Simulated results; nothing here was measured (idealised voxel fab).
This section sets out a process module, namely voxel trench capacitor.
Shown is cross-section cut, with a width of 165 nm and square cells of size 5 nm.
Cross-section, as written here: a square-cell grid given band by band from the top down, where a band holds one or more rows of cells. The band entry comprises the height of the band's top followed by the height of its bottom, expressed in nm, and subsequently the band's materials from left to right, each stated together with its width in nm. Where a single material is marked with the word "all across", that material fills the band from edge to edge. The word "blank" represents empty space. Height 0 is the level under which the wafer as received is all one material. The lowest band goes on downwards, as in "0 -> down". Think of "30..40" as a width that walks from the first number to the second as you go down the band, top row to bottom row, taking equal-sized steps from row to row. Key: "remains unaltered" - step with no changed cell in the cross-section. Look at "Entrapped void list" for the closed voids: empty spaces with no open path to the top, sized 8 cells or up. Each is width x height at distance, distance from the left edge, all nm. Past the settings on a step's line: simulator remark, on that step. Steps that use a mask can have "overlay nm" on their line. It says how far the mask sat to the right of where it was meant to be. Negative means to the left.
Below is the list of planned process steps:
1) RECEIVE | material Si
2) CONFORMAL_DEP | material SiN | thk nm 10
3) MASKED_ETCH | tone open | mask id TRENCH | width nm 30 | pitch nm 60 | etch materials SiN | depth nm 10 | overlay nm 0
4) MASKED_ETCH | tone open | mask id TRENCH | width nm 30 | pitch nm 60 | etch materials Si | depth nm 35 | overlay nm 0
5) CONFORMAL_DEP | material Al2O3 | thk nm 5
6) CONFORMAL_DEP | material TiN | thk nm 5
7) FILL_DEP | material W | thk nm 10
8) CMP | height nm 10
First wafer, two in total, run as planned:
Received-state cross-section, reflecting completion of step 1:
* 0 -> down  Si all across
* Entrapped void list: none
You're looking at a cross-section of the wafer after step 2:
* 10 -> 0  SiN all across
* Anything lower than 0 is untouched.
You're looking at a cross-section of the wafer after step 3:
* 10 -> 0  35 of SiN, then 30 of blank, then 30 of SiN, then 30 of blank, then 40 of SiN
* Anything lower than 0 is untouched.
You're looking at a cross-section of the wafer after step 4:
* 10 -> 0  35 of SiN, then 30 of blank, then 30 of SiN, then 30 of blank, then 40 of SiN
* 0 -> -35  35 of Si, then 30 of blank, then 30 of Si, then 30 of blank, then 40 of Si
* Anything lower than -35 is untouched.
You're looking at a cross-section of the wafer after step 5:
* 15 -> 10  40 of Al2O3, then 20 of blank, then 40 of Al2O3, then 20 of blank, then 45 of Al2O3
* 10 -> 0  35 of SiN, then 5 of Al2O3, then 20 of blank, then 5 of Al2O3, then 30 of SiN, then 5 of Al2O3, then 20 of blank, then 5 of Al2O3, then 40 of SiN
* 0 -> -30  35 of Si, then 5 of Al2O3, then 20 of blank, then 5 of Al2O3, then 30 of Si, then 5 of Al2O3, then 20 of blank, then 5 of Al2O3, then 40 of Si
* -30 -> -35  35 of Si, then 30 of Al2O3, then 30 of Si, then 30 of Al2O3, then 40 of Si
* Anything lower than -35 is untouched.
You're looking at a cross-section of the wafer after step 6:
* 20 -> 15  45 of TiN, then 10 of blank, then 50 of TiN, then 10 of blank, then 50 of TiN
* 15 -> 10  40 of Al2O3, then 5 of TiN, then 10 of blank, then 5 of TiN, then 40 of Al2O3, then 5 of TiN, then 10 of blank, then 5 of TiN, then 45 of Al2O3
* 10 -> 0  35 of SiN, then 5 of Al2O3, then 5 of TiN, then 10 of blank, then 5 of TiN, then 5 of Al2O3, then 30 of SiN, then 5 of Al2O3, then 5 of TiN, then 10 of blank, then 5 of TiN, then 5 of Al2O3, then 40 of SiN
* 0 -> -25  35 of Si, then 5 of Al2O3, then 5 of TiN, then 10 of blank, then 5 of TiN, then 5 of Al2O3, then 30 of Si, then 5 of Al2O3, then 5 of TiN, then 10 of blank, then 5 of TiN, then 5 of Al2O3, then 40 of Si
* -25 -> -30  35 of Si, then 5 of Al2O3, then 20 of TiN, then 5 of Al2O3, then 30 of Si, then 5 of Al2O3, then 20 of TiN, then 5 of Al2O3, then 40 of Si
* Anything lower than -30 is untouched.
You're looking at a cross-section of the wafer after step 7:
* 30 -> 20  W all across
* 20 -> 15  45 of TiN, then 10 of W, then 50 of TiN, then 10 of W, then 50 of TiN
* 15 -> 10  40 of Al2O3, then 5 of TiN, then 10 of W, then 5 of TiN, then 40 of Al2O3, then 5 of TiN, then 10 of W, then 5 of TiN, then 45 of Al2O3
* 10 -> 0  35 of SiN, then 5 of Al2O3, then 5 of TiN, then 10 of W, then 5 of TiN, then 5 of Al2O3, then 30 of SiN, then 5 of Al2O3, then 5 of TiN, then 10 of W, then 5 of TiN, then 5 of Al2O3, then 40 of SiN
* 0 -> -25  35 of Si, then 5 of Al2O3, then 5 of TiN, then 10 of W, then 5 of TiN, then 5 of Al2O3, then 30 of Si, then 5 of Al2O3, then 5 of TiN, then 10 of W, then 5 of TiN, then 5 of Al2O3, then 40 of Si
* Anything lower than -25 is untouched.
You're looking at a cross-section of the wafer after step 8:
* 10 -> 0  35 of SiN, then 5 of Al2O3, then 5 of TiN, then 10 of W, then 5 of TiN, then 5 of Al2O3, then 30 of SiN, then 5 of Al2O3, then 5 of TiN, then 10 of W, then 5 of TiN, then 5 of Al2O3, then 40 of SiN
* Anything lower than 0 is untouched.
The Second Wafer: Common Origin and Plan, One Mistake in Execution, Identical to the First Through Step 3:
What the second wafer looks like in cross-section when step 4 should have wrapped up:
* 10 -> 0  35 of SiN, then 30 of blank, then 30 of SiN, then 30 of blank, then 40 of SiN
* 0 -> -35  35 of Si, then 20 of blank, then 40 of Si, then 20 of blank, then 50 of Si
* Anything lower than -35 is untouched.
What the second wafer looks like in cross-section when step 5 should have wrapped up:
* 15 -> 10  40 of Al2O3, then 20 of blank, then 40 of Al2O3, then 20 of blank, then 45 of Al2O3
* 10 -> 0  35 of SiN, then 5 of Al2O3, then 20..10 of blank, then 5..15 of Al2O3, then 30 of SiN, then 5 of Al2O3, then 20..10 of blank, then 5..15 of Al2O3, then 40 of SiN
* 0 -> -30  35 of Si, then 5 of Al2O3, then 10 of blank, then 5 of Al2O3, then 40 of Si, then 5 of Al2O3, then 10 of blank, then 5 of Al2O3, then 50 of Si
* -30 -> -35  35 of Si, then 20 of Al2O3, then 40 of Si, then 20 of Al2O3, then 50 of Si
* Anything lower than -35 is untouched.
What the second wafer looks like in cross-section when step 6 should have wrapped up:
* 20 -> 15  45 of TiN, then 10 of blank, then 50 of TiN, then 10 of blank, then 50 of TiN
* 15 -> 10  40 of Al2O3, then 5 of TiN, then 10 of blank, then 5 of TiN, then 40 of Al2O3, then 5 of TiN, then 10 of blank, then 5 of TiN, then 45 of Al2O3
* 10 -> 0  35 of SiN, then 5 of Al2O3, then 20..10 of TiN, then 5..15 of Al2O3, then 30 of SiN, then 5 of Al2O3, then 20..10 of TiN, then 5..15 of Al2O3, then 40 of SiN
* 0 -> -30  35 of Si, then 5 of Al2O3, then 10 of TiN, then 5 of Al2O3, then 40 of Si, then 5 of Al2O3, then 10 of TiN, then 5 of Al2O3, then 50 of Si
* Anything lower than -30 is untouched.
What the second wafer looks like in cross-section when step 7 should have wrapped up:
* 30 -> 20  W all across
* 20 -> 15  45 of TiN, then 10 of W, then 50 of TiN, then 10 of W, then 50 of TiN
* 15 -> 10  40 of Al2O3, then 5 of TiN, then 10 of W, then 5 of TiN, then 40 of Al2O3, then 5 of TiN, then 10 of W, then 5 of TiN, then 45 of Al2O3
* Anything lower than 10 is untouched.
What the second wafer looks like in cross-section when step 8 should have wrapped up:
* 10 -> 0  35 of SiN, then 5 of Al2O3, then 20..10 of TiN, then 5..15 of Al2O3, then 30 of SiN, then 5 of Al2O3, then 20..10 of TiN, then 5..15 of Al2O3, then 40 of SiN
* Anything lower than 0 is untouched.
Diagnosis: planned and actual differ for step 4; actual: MASKED_ETCH | tone open | mask id TRENCH | width nm 30 | pitch nm 60 | etch materials Si | depth nm 35 | overlay nm -10
FYI, end of process, the second wafer has more or fewer cells of some materials than the first: +28 Si | -28 W
